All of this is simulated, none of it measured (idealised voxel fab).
This section sets out a process module, namely voxel transistor to metal.
In the cross-section labelled cut, the width is 200 nm and each square cell is 5 nm.
Cross-section format: a grid of square cells, given as bands from top to bottom; each band is one or more rows of cells. Each band's line starts with the height of the band's top and of its bottom, in nm. Then come its materials from left to right, each with its width in nm. One material with "throughout" fills the band from edge to edge. "air" is empty space. Height is counted from the level 0, under which the received wafer is composed throughout of one material. The lowest of the bands is not closed at the bottom but continues downward, in the notation "0 and below". You'd read "30..40" like this: the band's top row of cells is as wide as the first number, its bottom row is as wide as the second, and going down, every row changes width by the same amount as the row before did. Reading "no alteration" for a step: not a cell of the cross-section changed in it. For the entry "Enclosed void entries", the listed items are empty spaces with no open way to the top whose size is 8 cells or more; each item follows the pattern width x height at distance, where distance is from the left edge and all three are in nm. It should be noted that, on the line of a given step, the content following the step's settings is a remark produced by the simulator itself with respect to that step. overlay nm: on a step with a mask, how far right of its planned place the mask lay; negative means left.

### The planned process steps are enumerated hereunder
1,RECEIVE with material Si
2,CONFORMAL_DEP with material SiO2, thk nm 5
3,CONFORMAL_DEP with material SiN, thk nm 15
4,PATTERN with tone cover, mask id ACTIVE, material resist, width nm 100, thk nm 15, overlay nm 0
5,DIRECTIONAL_ETCH with etch materials SiN, depth nm 15
6,DIRECTIONAL_ETCH with etch materials SiO2, depth nm 5
7,DIRECTIONAL_ETCH with etch materials Si, depth nm 35
8,STRIP with etch materials resist
9,FILL_DEP with material SiO2, thk nm 15
10,CMP with height nm 20
11,SELECTIVE_ETCH with etch materials SiO2, depth nm 5
12,STRIP with etch materials SiN
13,SELECTIVE_ETCH with etch materials SiO2, depth nm 5
14,OXIDIZE with depth nm 5
15,DIRECTIONAL_DEP with material polySi, thk nm 30
16,DIRECTIONAL_DEP with material SiCN, thk nm 10
17,PATTERN with tone cover, mask id GATE, material resist, width nm 20, thk nm 15, overlay nm 0
18,DIRECTIONAL_ETCH with etch materials SiCN, depth nm 20
19,DIRECTIONAL_ETCH with etch materials polySi, depth nm 40
20,STRIP with etch materials resist
21,CONFORMAL_DEP with material SiO2, thk nm 5
22,DIRECTIONAL_ETCH with etch materials SiO2, depth nm 5
23,CONFORMAL_DEP with material SiN, thk nm 5
24,DIRECTIONAL_ETCH with etch materials SiN, depth nm 5
25,DIRECTIONAL_ETCH with etch materials SiO2, depth nm 5
26,DIRECTIONAL_ETCH with etch materials Si, depth nm 15
27,EPI with material SiGe, thk nm 15
28,FILL_DEP with material SiO2, thk nm 5
29,CMP with height nm 40
30,DIRECTIONAL_DEP with material SiO2, thk nm 15
31,MASKED_ETCH with tone open, mask id CONTACT, width nm 20, pitch nm 70, etch materials SiO2, depth nm 45, overlay nm 0
32,CONFORMAL_DEP with material TiN, thk nm 5
33,FILL_DEP with material W, thk nm 10
34,CMP with height nm 55
35,DIRECTIONAL_DEP with material TiN, thk nm 5
36,DIRECTIONAL_DEP with material Ru, thk nm 20
37,DIRECTIONAL_DEP with material aC, thk nm 15
38,PATTERN with tone cover, mask id METAL_1, material resist, width nm 20, pitch nm 70, thk nm 30, overlay nm 0
39,DIRECTIONAL_ETCH with etch materials aC, depth nm 15
40,STRIP with etch materials resist
41,DIRECTIONAL_ETCH with etch materials Ru, depth nm 20
42,DIRECTIONAL_ETCH with etch materials TiN, depth nm 5
43,STRIP with etch materials aC
44,FILL_DEP with material lowk, thk nm 10
45,CMP with height nm 80
46,CONFORMAL_DEP with material SiCN, thk nm 5
47,DIRECTIONAL_DEP with material SiO2, thk nm 30
48,PATTERN with tone open, mask id METAL_2_HOLES, material resist, width nm 15, pitch nm 70, thk nm 20, overlay nm 0
49,DIRECTIONAL_ETCH with etch materials SiO2, depth nm 30
50,STRIP with etch materials resist
51,DIRECTIONAL_DEP with material aC, thk nm 15
52,PATTERN with tone open, mask id METAL_2, material resist, width nm 20, pitch nm 70, thk nm 30, overlay nm 0
53,DIRECTIONAL_ETCH with etch materials aC, depth nm 15
54,STRIP with etch materials resist
55,DIRECTIONAL_ETCH with etch materials SiO2, depth nm 15
56,DIRECTIONAL_ETCH with etch materials SiCN, depth nm 5
57,STRIP with etch materials aC
58,CONFORMAL_DEP with material TiN, thk nm 5
59,FILL_DEP with material Cu, thk nm 10
60,CMP with height nm 115
61,CONFORMAL_DEP with material SiN, thk nm 5

### Wafer at receipt (post step 1), cross-section
> 0 and below = Si throughout
> Enclosed void entries: none

### Module complete - cross-section of the first of two wafers, run according to plan
> 120 down to 115 = SiN throughout
> 115 down to 105 = SiO2 (55) | TiN (5) | Cu (10) | TiN (5) | SiO2 (50) | TiN (5) | Cu (10) | TiN (5) | SiO2 (55)
> 105 down to 100 = SiO2 (55) | TiN (5) | Cu (5) | TiN (10) | SiO2 (50) | TiN (5) | Cu (5) | TiN (10) | SiO2 (55)
> 100 down to 85 = SiO2 (55) | TiN (5) | Cu (5) | TiN (5) | SiO2 (55) | TiN (5) | Cu (5) | TiN (5) | SiO2 (60)
> 85 down to 80 = SiCN (55) | TiN (15) | SiCN (55) | TiN (15) | SiCN (60)
> 80 down to 60 = lowk (55) | Ru (20) | lowk (50) | Ru (20) | lowk (55)
> 60 down to 55 = lowk (55) | TiN (20) | lowk (50) | TiN (20) | lowk (55)
> 55 down to 40 = SiO2 (55) | TiN (5) | W (10) | TiN (5) | SiO2 (50) | TiN (5) | W (10) | TiN (5) | SiO2 (55)
> 40 down to 30 = SiO2 (55) | TiN (5) | W (10) | TiN (5) | SiO2 (5) | SiN (5) | SiO2 (5) | SiCN (20) | SiO2 (5) | SiN (5) | SiO2 (5) | TiN (5) | W (10) | TiN (5) | SiO2 (55)
> 30 down to 15 = SiO2 (55) | TiN (5) | W (10) | TiN (5) | SiO2 (5) | SiN (5) | SiO2 (5) | polySi (20) | SiO2 (5) | SiN (5) | SiO2 (5) | TiN (5) | W (10) | TiN (5) | SiO2 (55)
> 15 down to 10 = SiO2 (55) | TiN (20) | SiO2 (5) | SiN (5) | SiO2 (5) | polySi (20) | SiO2 (5) | SiN (5) | SiO2 (5) | TiN (20) | SiO2 (55)
> 10 down to 0 = SiO2 (50) | SiN (5) | SiGe (25) | SiN (5) | SiO2 (5) | polySi (20) | SiO2 (5) | SiN (5) | SiGe (25) | SiN (5) | SiO2 (50)
> 0 down to -5 = SiO2 (55) | SiGe (25) | SiO2 (40) | SiGe (25) | SiO2 (55)
> -5 down to -20 = SiO2 (50) | Si (5) | SiGe (25) | Si (40) | SiGe (25) | Si (5) | SiO2 (50)
> -20 down to -35 = SiO2 (50) | Si (100) | SiO2 (50)
> -35 and below = Si throughout
> Enclosed void entries: none

### End-of-module cross-section of the second wafer: identical starting point and process plan to the first, with one processing mistake
> 135 down to 130 = SiN throughout
> 130 down to 120 = Cu throughout
> 120 down to 115 = TiN (60) | Cu (10) | TiN (60) | Cu (10) | TiN (60)
> 115 down to 105 = SiO2 (55) | TiN (5) | Cu (10) | TiN (5) | SiO2 (50) | TiN (5) | Cu (10) | TiN (5) | SiO2 (55)
> 105 down to 100 = SiO2 (55) | TiN (5) | Cu (5) | TiN (10) | SiO2 (50) | TiN (5) | Cu (5) | TiN (10) | SiO2 (55)
> 100 down to 85 = SiO2 (55) | TiN (5) | Cu (5) | TiN (5) | SiO2 (55) | TiN (5) | Cu (5) | TiN (5) | SiO2 (60)
> 85 down to 80 = SiCN (55) | TiN (15) | SiCN (55) | TiN (15) | SiCN (60)
> 80 down to 60 = lowk (55) | Ru (20) | lowk (50) | Ru (20) | lowk (55)
> 60 down to 55 = lowk (55) | TiN (20) | lowk (50) | TiN (20) | lowk (55)
> 55 down to 40 = SiO2 (55) | TiN (5) | W (10) | TiN (5) | SiO2 (50) | TiN (5) | W (10) | TiN (5) | SiO2 (55)
> 40 down to 30 = SiO2 (55) | TiN (5) | W (10) | TiN (5) | SiO2 (5) | SiN (5) | SiO2 (5) | SiCN (20) | SiO2 (5) | SiN (5) | SiO2 (5) | TiN (5) | W (10) | TiN (5) | SiO2 (55)
> 30 down to 15 = SiO2 (55) | TiN (5) | W (10) | TiN (5) | SiO2 (5) | SiN (5) | SiO2 (5) | polySi (20) | SiO2 (5) | SiN (5) | SiO2 (5) | TiN (5) | W (10) | TiN (5) | SiO2 (55)
> 15 down to 10 = SiO2 (55) | TiN (20) | SiO2 (5) | SiN (5) | SiO2 (5) | polySi (20) | SiO2 (5) | SiN (5) | SiO2 (5) | TiN (20) | SiO2 (55)
> 10 down to 0 = SiO2 (50) | SiN (5) | SiGe (25) | SiN (5) | SiO2 (5) | polySi (20) | SiO2 (5) | SiN (5) | SiGe (25) | SiN (5) | SiO2 (50)
> 0 down to -5 = SiO2 (55) | SiGe (25) | SiO2 (40) | SiGe (25) | SiO2 (55)
> -5 down to -20 = SiO2 (50) | Si (5) | SiGe (25) | Si (40) | SiGe (25) | Si (5) | SiO2 (50)
> -20 down to -35 = SiO2 (50) | Si (100) | SiO2 (50)
> -35 and below = Si throughout
> Enclosed void entries: none
Nonconformance to the process plan: not run: step 60 of the plan (skipped)
The final cell counts differ between the wafers, with the second having more or fewer of some materials than the first: Cu +84, TiN +36
